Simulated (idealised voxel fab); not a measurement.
process module | voxel self aligned vias
cross-section cut | 145 nm wide | cells 5 nm
A cross-section is a grid of square cells, given in bands from the top down. A band is one or more rows of cells.
Each band's line starts with the height of the band's top and of its bottom, in nm. Then come its materials from left to right, each with its width in nm. One material with "throughout" fills the band from edge to edge. "air" is empty space.
Height 0 is the level under which the wafer as received is all one material. The lowest band goes on downwards, as in "0 down".
A width such as "30 to 40" changes by the same amount from each row of cells to the next, from the band's top row to its bottom row.
"no change" after a step means that no cell of the cross-section changed.
closed voids: empty space of 8 cells or more with no open way to the top, each as width x height at its distance from the left edge, in nm
after a step's settings: what the simulator itself notes on the step
overlay nm, on a step with a mask: how far to the right of its planned place the mask lay; to the left if negative
plan
1 op RECEIVE | material Si
2 op CONFORMAL_DEP | material SiO2 | thk nm 15
3 op CONFORMAL_DEP | material SiCN | thk nm 5
4 op DIRECTIONAL_DEP | material lowk | thk nm 25
5 op MASKED_ETCH | tone open | mask id LINES | width nm 25 | pitch nm 65 | etch materials lowk | depth nm 25 | overlay nm 0
6 op CONFORMAL_DEP | material TiN | thk nm 5
7 op FILL_DEP | material Ru | thk nm 5
8 op CMP | height nm 45
9 op SELECTIVE_ETCH | etch materials W Ru TiN | depth nm 10
10 op FILL_DEP | material SiN | thk nm 5
11 op CMP | height nm 45
12 op DIRECTIONAL_DEP | material lowk | thk nm 20
13 op DIRECTIONAL_DEP | material aC | thk nm 15
14 op PATTERN | tone open | mask id VIAS | material resist | width nm 45 | thk nm 35 | overlay nm 0
15 op DIRECTIONAL_ETCH | etch materials aC | depth nm 15
16 op STRIP | etch materials resist
17 op DIRECTIONAL_ETCH | etch materials lowk | depth nm 20
18 op DIRECTIONAL_ETCH | etch materials SiN | depth nm 10
19 op STRIP | etch materials aC
20 op CONFORMAL_DEP | material TiN | thk nm 5
21 op FILL_DEP | material W | thk nm 10
22 op CMP | height nm 65
23 op CONFORMAL_DEP | material SiN | thk nm 5
as received, after step 1
  0 down: Si throughout
  closed voids: none
a wafer at the end: this start, this plan, one mistake
  70 to 65: SiN throughout
  65 to 50: lowk 15 | TiN 5 | W 35 | TiN 5 | lowk 85
  50 to 45: lowk 15 | TiN 10 | W 15 | TiN 20 | lowk 85
  45 to 40: lowk 20 | TiN 5 | W 15 | TiN 5 | lowk 40 | SiN 25 | lowk 35
  40 to 35: lowk 20 | TiN 25 | lowk 40 | SiN 25 | lowk 35
  35 to 25: lowk 20 | TiN 5 | Ru 15 | TiN 5 | lowk 40 | TiN 5 | Ru 15 | TiN 5 | lowk 35
  25 to 20: lowk 20 | TiN 25 | lowk 40 | TiN 25 | lowk 35
  20 to 15: SiCN throughout
  15 to 0: SiO2 throughout
  0 down: Si throughout
  closed voids: none
what went wrong: step 5 ran as: op MASKED_ETCH | tone open | mask id LINES | width nm 25 | pitch nm 65 | etch materials lowk | depth nm 25 | overlay nm -5
